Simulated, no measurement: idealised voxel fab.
This is a process module. Its name is voxel self aligned contacts.
In the cross-section labelled cut, the width is 235 nm and each square cell is 5 nm.
This document writes a cross-section as a grid whose cells are square, and gives it as bands, listed from the top down; one or more rows of cells form a band. Top height, bottom height, nm. Materials left to right, width each, nm. Single material + "all across" = fills band edge to edge. "air" = empty. Where do heights start? At 0: under that level the wafer as delivered is made of one material only. And the lowest band has no floor; it just carries on downward, as in "0 nm and below". When a width is written as two numbers, as in "30..40", the first number is the width in the top row of cells of the band and the second is the width in its bottom row, and the width changes by the same amount from each row to the next. Any step labelled "stayed the same" changed none of the cells in the cross-section. The label "Sealed cavities" introduces a list of the empty spaces, 8 cells or larger, that have no open way up to the top; each entry in it reads width x height at distance, where the distance is taken from the left edge and all three are stated in nm. Anything after a step's settings on that line? It's the simulator's own note about the step. Steps that use a mask can have "overlay nm" on their line. It says how far the mask sat to the right of where it was meant to be. Negative means to the left.
### Process steps - plan
1. RECEIVE [material Si]
2. OXIDIZE [depth nm 5]
3. DIRECTIONAL_DEP [material polySi] [thk nm 25]
4. DIRECTIONAL_DEP [material SiN] [thk nm 15]
5. PATTERN [tone cover] [mask id GATE] [material resist] [width nm 25] [pitch nm 50] [thk nm 20] [overlay nm 0]
6. DIRECTIONAL_ETCH [etch materials SiN] [depth nm 15]
7. DIRECTIONAL_ETCH [etch materials polySi] [depth nm 25]
8. STRIP [etch materials resist]
9. CONFORMAL_DEP [material SiN] [thk nm 5]
10. DIRECTIONAL_ETCH [etch materials SiN] [depth nm 5]
11. FILL_DEP [material SiO2] [thk nm 20]
12. CMP [height nm 50]
13. DIRECTIONAL_DEP [material aC] [thk nm 10]
14. PATTERN [tone open] [mask id CONTACT] [material resist] [width nm 35] [pitch nm 50] [thk nm 30] [overlay nm 0]
15. DIRECTIONAL_ETCH [etch materials aC] [depth nm 10]
16. STRIP [etch materials resist]
17. DIRECTIONAL_ETCH [etch materials SiO2] [depth nm 55]
18. STRIP [etch materials aC]
19. CONFORMAL_DEP [material TiN] [thk nm 5]
20. FILL_DEP [material Ru] [thk nm 10]
21. CMP [height nm 50]
22. CONFORMAL_DEP [material SiCN] [thk nm 5]
### This is the cross-section of the wafer as we received it, i.e. after step 1
  0 nm and below: Si all across
  Sealed cavities: none
### Cross-sectional result after module completion. Note: starting condition and plan are unchanged from above; one processing mistake was made
  55 nm to 50 nm: SiCN all across
  50 nm to 40 nm: SiO2 75, then TiN 5..15, then Ru 25..5, then TiN 5..15, then SiO2 15, then TiN 5..15, then Ru 25..5, then TiN 5..15, then SiO2 75
  40 nm to 25 nm: SiO2 50, then SiN 35, then TiN 5, then Ru 5, then TiN 5, then SiN 35, then TiN 5, then Ru 5, then TiN 5, then SiN 35, then SiO2 50
  25 nm to 20 nm: SiO2 85, then TiN 15, then SiO2 35, then TiN 15, then SiO2 85
  20 nm to 0 nm: polySi all across
  0 nm and below: Si all across
  Sealed cavities: none
What went wrong in running the wafer? steps 2 and 3: order swapped relative to plan
